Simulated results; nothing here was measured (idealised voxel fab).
Presented below is a process module, voxel fin reveal.
Shown is cross-section cut, with a width of 180 nm and square cells of size 5 nm.
A cross-section in this document is a grid of square cells, and it is written down as bands, the top band listed before the ones below it; a band is made up of one or more rows of cells.
Each band's line starts with the height of the band's top and of its bottom, in nm. Then come its materials from left to right, each with its width in nm. One material with "all across" fills the band from edge to edge. "blank" is empty space.
Height is counted from the level 0, under which the received wafer is composed throughout of one material. The lowest of the bands is not closed at the bottom but continues downward, in the notation "0 -> down".
Per-row width for "30..40": begins at first number (top row of band), ends at second number (bottom row), increment between rows held constant.
Any step labelled "nothing altered" changed none of the cells in the cross-section.
The list in "Entrapped void list" covers empty spaces of 8 cells or more that cannot reach the top through any open way, and it gives each as width x height at distance; the distance is from the left edge, and width, height and distance are in nm.
after a step's settings: what the simulator itself notes on the step
For masked steps, "overlay nm" on the step line gives how far right of plan the mask actually lay; a minus sign means it lay to the left.
-- Process steps foreseen in the plan
1) op RECEIVE | material Si
2) op CONFORMAL_DEP | material SiN | thk nm 10
3) op MASKED_ETCH | tone cover | mask id FINS | width nm 15 | pitch nm 35 | etch materials SiN | depth nm 10 | overlay nm 0
4) op MASKED_ETCH | tone cover | mask id FINS | width nm 15 | pitch nm 35 | etch materials Si | depth nm 40 | overlay nm 0
5) op OXIDIZE | depth nm 5
6) op FILL_DEP | material SiO2 | thk nm 15
7) op CMP | height nm 10
8) op SELECTIVE_ETCH | etch materials SiO2 | depth nm 35
9) op STRIP | etch materials SiN
-- Cross-section of the incoming wafer, state after step 1
* 0 -> down: Si all across
* Entrapped void list: none
-- Final cross-section, module run with one mistake (start and plan as above)
* 0 -> -5: 60 nm Si / 25 nm blank / 10 nm Si / 25 nm blank / 60 nm Si
* -5 -> down: Si all across
* Entrapped void list: none
Deviation from plan: in deviation from the planned setting, step 3 was conducted as op MASKED_ETCH | tone open | mask id FINS | width nm 15 | pitch nm 35 | etch materials SiN | depth nm 10 | overlay nm 0
